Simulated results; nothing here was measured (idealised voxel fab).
Process module name: voxel air gaps
Xsec cut, 210 nm wide, square cell size 5 nm.
Bands, listed from the top down, are how a cross-section gets written in this document; the cross-section itself is a grid of square cells, and a band is one or more rows of them. Read a band's entry like this: the first values are the height of its top and the height of its bottom in nm, and what follows is the sequence of materials from left to right, each with its width in nm. Note that "blank" is empty space, and that a single material marked "everywhere" reaches across the band from edge to edge. Note: height 0 marks the level under which the wafer is uniformly one material as received. Lowest band unbounded below, written "0 and below". So if you see something like "30->40" for the width, read it as the top row of the band sitting at the first number and the bottom row at the second, with every row in between moving by the same amount as the last. The designation "no alterations made", where it is given for a processing step, indicates that no cell of the cross-section was altered in the course of that step. Any empty space of 8 cells or more lacking an open way to the top shows up in "Voids, enclosed" as width x height at distance, distance from the left edge, in nm. On a step's line, text after the settings is the simulator commenting on that step. If you see "overlay nm" on a step's line and that step has a mask, it's telling you how far right of where it was planned the mask ended up; a negative number means it went left instead.
Here's what the planned process steps look like:
1) RECEIVE [material Si]
2) CONFORMAL_DEP [material SiO2] [thk nm 10]
3) CONFORMAL_DEP [material SiN] [thk nm 5]
4) DIRECTIONAL_DEP [material SiO2] [thk nm 30]
5) PATTERN [tone open] [mask id LINES] [material resist] [width nm 20] [pitch nm 45] [thk nm 20] [overlay nm 0]
6) DIRECTIONAL_ETCH [etch materials SiO2] [depth nm 30]
7) STRIP [etch materials resist]
8) CONFORMAL_DEP [material TiN] [thk nm 5]
9) FILL_DEP [material Cu] [thk nm 10]
10) CMP [height nm 45]
11) EPI [material Ru] [thk nm 10]
12) SELECTIVE_ETCH [etch materials SiO2] [depth nm 40]
13) CONFORMAL_DEP [material SiCN] [thk nm 5]
First out of two wafers; run went to plan:
So this is the incoming wafer in cross-section - it's already been through step 1:
	0 and below  Si everywhere
	Voids, enclosed: none
After step 2, in cross-section:
	10 down to 0  SiO2 everywhere
	Beneath the level 0, the cross-section is identical to its previous state.
After step 3, in cross-section:
	15 down to 10  SiN everywhere
	Beneath the level 10, the cross-section is identical to its previous state.
After step 4, in cross-section:
	45 down to 15  SiO2 everywhere
	Beneath the level 15, the cross-section is identical to its previous state.
After step 5, in cross-section:
	65 down to 45  25 resist  20 blank  25 resist  20 blank  25 resist  20 blank  25 resist  20 blank  30 resist
	Beneath the level 45, the cross-section is identical to its previous state.
After step 6, in cross-section:
	65 down to 45  25 resist  20 blank  25 resist  20 blank  25 resist  20 blank  25 resist  20 blank  30 resist
	45 down to 15  25 SiO2  20 blank  25 SiO2  20 blank  25 SiO2  20 blank  25 SiO2  20 blank  30 SiO2
	Beneath the level 15, the cross-section is identical to its previous state.
After step 7, in cross-section:
	45 down to 15  25 SiO2  20 blank  25 SiO2  20 blank  25 SiO2  20 blank  25 SiO2  20 blank  30 SiO2
	Beneath the level 15, the cross-section is identical to its previous state.
After step 8, in cross-section:
	50 down to 45  30 TiN  10 blank  35 TiN  10 blank  35 TiN  10 blank  35 TiN  10 blank  35 TiN
	45 down to 20  25 SiO2  5 TiN  10 blank  5 TiN  25 SiO2  5 TiN  10 blank  5 TiN  25 SiO2  5 TiN  10 blank  5 TiN  25 SiO2  5 TiN  10 blank  5 TiN  30 SiO2
	20 down to 15  25 SiO2  20 TiN  25 SiO2  20 TiN  25 SiO2  20 TiN  25 SiO2  20 TiN  30 SiO2
	Beneath the level 15, the cross-section is identical to its previous state.
After step 9, in cross-section:
	60 down to 50  Cu everywhere
	50 down to 45  30 TiN  10 Cu  35 TiN  10 Cu  35 TiN  10 Cu  35 TiN  10 Cu  35 TiN
	45 down to 20  25 SiO2  5 TiN  10 Cu  5 TiN  25 SiO2  5 TiN  10 Cu  5 TiN  25 SiO2  5 TiN  10 Cu  5 TiN  25 SiO2  5 TiN  10 Cu  5 TiN  30 SiO2
	Beneath the level 20, the cross-section is identical to its previous state.
After step 10, in cross-section:
	45 down to 20  25 SiO2  5 TiN  10 Cu  5 TiN  25 SiO2  5 TiN  10 Cu  5 TiN  25 SiO2  5 TiN  10 Cu  5 TiN  25 SiO2  5 TiN  10 Cu  5 TiN  30 SiO2
	Beneath the level 20, the cross-section is identical to its previous state.
After step 11, in cross-section:
	55 down to 45  15 blank  40 Ru  5 blank  40 Ru  5 blank  40 Ru  5 blank  40 Ru  20 blank
	Beneath the level 45, the cross-section is identical to its previous state.
After step 12, in cross-section:
	55 down to 45  15 blank  40 Ru  5 blank  40 Ru  5 blank  40 Ru  5 blank  40 Ru  20 blank
	45 down to 20  25 blank  5 TiN  10 Cu  5 TiN  25 blank  5 TiN  10 Cu  5 TiN  25 blank  5 TiN  10 Cu  5 TiN  25 blank  5 TiN  10 Cu  5 TiN  30 blank
	20 down to 15  25 blank  20 TiN  25 blank  20 TiN  25 blank  20 TiN  25 blank  20 TiN  30 blank
	Beneath the level 15, the cross-section is identical to its previous state.
After step 13, in cross-section:
	60 down to 55  10 blank  185 SiCN  15 blank
	55 down to 45  10 blank  5 SiCN  40 Ru  5 SiCN  40 Ru  5 SiCN  40 Ru  5 SiCN  40 Ru  5 SiCN  15 blank
	45 down to 40  10 blank  15 SiCN  5 TiN  10 Cu  5 TiN  25 SiCN  5 TiN  10 Cu  5 TiN  25 SiCN  5 TiN  10 Cu  5 TiN  25 SiCN  5 TiN  10 Cu  5 TiN  15 SiCN  15 blank
	40 down to 20  20 blank  5 SiCN  5 TiN  10 Cu  5 TiN  5 SiCN  15 blank  5 SiCN  5 TiN  10 Cu  5 TiN  5 SiCN  15 blank  5 SiCN  5 TiN  10 Cu  5 TiN  5 SiCN  15 blank  5 SiCN  5 TiN  10 Cu  5 TiN  5 SiCN  25 blank
	20 down to 15  25 SiCN  20 TiN  25 SiCN  20 TiN  25 SiCN  20 TiN  25 SiCN  20 TiN  30 SiCN
	Beneath the level 15, the cross-section is identical to its previous state.
	Voids, enclosed: 15 x 20 at 50; 15 x 20 at 95; 15 x 20 at 140
Second wafer: same start and same plan as the first, one execution error; identical to the first through step 4:
Cross-section of the second wafer when, according to plan, step 5 should have finished:
	65 down to 45  30 resist  20 blank  25 resist  20 blank  25 resist  20 blank  25 resist  20 blank  25 resist
	Beneath the level 45, the cross-section is identical to its previous state.
Cross-section of the second wafer when, according to plan, step 6 should have finished:
	65 down to 45  30 resist  20 blank  25 resist  20 blank  25 resist  20 blank  25 resist  20 blank  25 resist
	45 down to 15  30 SiO2  20 blank  25 SiO2  20 blank  25 SiO2  20 blank  25 SiO2  20 blank  25 SiO2
	Beneath the level 15, the cross-section is identical to its previous state.
Cross-section of the second wafer when, according to plan, step 7 should have finished:
	45 down to 15  30 SiO2  20 blank  25 SiO2  20 blank  25 SiO2  20 blank  25 SiO2  20 blank  25 SiO2
	Beneath the level 15, the cross-section is identical to its previous state.
Cross-section of the second wafer when, according to plan, step 8 should have finished:
	50 down to 45  35 TiN  10 blank  35 TiN  10 blank  35 TiN  10 blank  35 TiN  10 blank  30 TiN
	45 down to 20  30 SiO2  5 TiN  10 blank  5 TiN  25 SiO2  5 TiN  10 blank  5 TiN  25 SiO2  5 TiN  10 blank  5 TiN  25 SiO2  5 TiN  10 blank  5 TiN  25 SiO2
	20 down to 15  30 SiO2  20 TiN  25 SiO2  20 TiN  25 SiO2  20 TiN  25 SiO2  20 TiN  25 SiO2
	Beneath the level 15, the cross-section is identical to its previous state.
Cross-section of the second wafer when, according to plan, step 9 should have finished:
	60 down to 50  Cu everywhere
	50 down to 45  35 TiN  10 Cu  35 TiN  10 Cu  35 TiN  10 Cu  35 TiN  10 Cu  30 TiN
	45 down to 20  30 SiO2  5 TiN  10 Cu  5 TiN  25 SiO2  5 TiN  10 Cu  5 TiN  25 SiO2  5 TiN  10 Cu  5 TiN  25 SiO2  5 TiN  10 Cu  5 TiN  25 SiO2
	Beneath the level 20, the cross-section is identical to its previous state.
Cross-section of the second wafer when, according to plan, step 10 should have finished:
	45 down to 20  30 SiO2  5 TiN  10 Cu  5 TiN  25 SiO2  5 TiN  10 Cu  5 TiN  25 SiO2  5 TiN  10 Cu  5 TiN  25 SiO2  5 TiN  10 Cu  5 TiN  25 SiO2
	Beneath the level 20, the cross-section is identical to its previous state.
Cross-section of the second wafer when, according to plan, step 11 should have finished:
	55 down to 45  20 blank  40 Ru  5 blank  40 Ru  5 blank  40 Ru  5 blank  40 Ru  15 blank
	Beneath the level 45, the cross-section is identical to its previous state.
Cross-section of the second wafer when, according to plan, step 12 should have finished:
	55 down to 45  20 blank  40 Ru  5 blank  40 Ru  5 blank  40 Ru  5 blank  40 Ru  15 blank
	45 down to 20  30 blank  5 TiN  10 Cu  5 TiN  25 blank  5 TiN  10 Cu  5 TiN  25 blank  5 TiN  10 Cu  5 TiN  25 blank  5 TiN  10 Cu  5 TiN  25 blank
	20 down to 15  30 blank  20 TiN  25 blank  20 TiN  25 blank  20 TiN  25 blank  20 TiN  25 blank
	Beneath the level 15, the cross-section is identical to its previous state.
Cross-section of the second wafer when, according to plan, step 13 should have finished:
	60 down to 55  15 blank  185 SiCN  10 blank
	55 down to 45  15 blank  5 SiCN  40 Ru  5 SiCN  40 Ru  5 SiCN  40 Ru  5 SiCN  40 Ru  5 SiCN  10 blank
	45 down to 40  15 blank  15 SiCN  5 TiN  10 Cu  5 TiN  25 SiCN  5 TiN  10 Cu  5 TiN  25 SiCN  5 TiN  10 Cu  5 TiN  25 SiCN  5 TiN  10 Cu  5 TiN  15 SiCN  10 blank
	40 down to 20  25 blank  5 SiCN  5 TiN  10 Cu  5 TiN  5 SiCN  15 blank  5 SiCN  5 TiN  10 Cu  5 TiN  5 SiCN  15 blank  5 SiCN  5 TiN  10 Cu  5 TiN  5 SiCN  15 blank  5 SiCN  5 TiN  10 Cu  5 TiN  5 SiCN  20 blank
	20 down to 15  30 SiCN  20 TiN  25 SiCN  20 TiN  25 SiCN  20 TiN  25 SiCN  20 TiN  25 SiCN
	Beneath the level 15, the cross-section is identical to its previous state.
	Voids, enclosed: 15 x 20 at 55; 15 x 20 at 100; 15 x 20 at 145
Nonconformance to the process plan: off-plan run, step 5, actual operation and settings PATTERN [tone open] [mask id LINES] [material resist] [width nm 20] [pitch nm 45] [thk nm 20] [overlay nm 5]
Matching per-material cell counts, mismatched positions: that is how the second wafer compares with the first at the end.
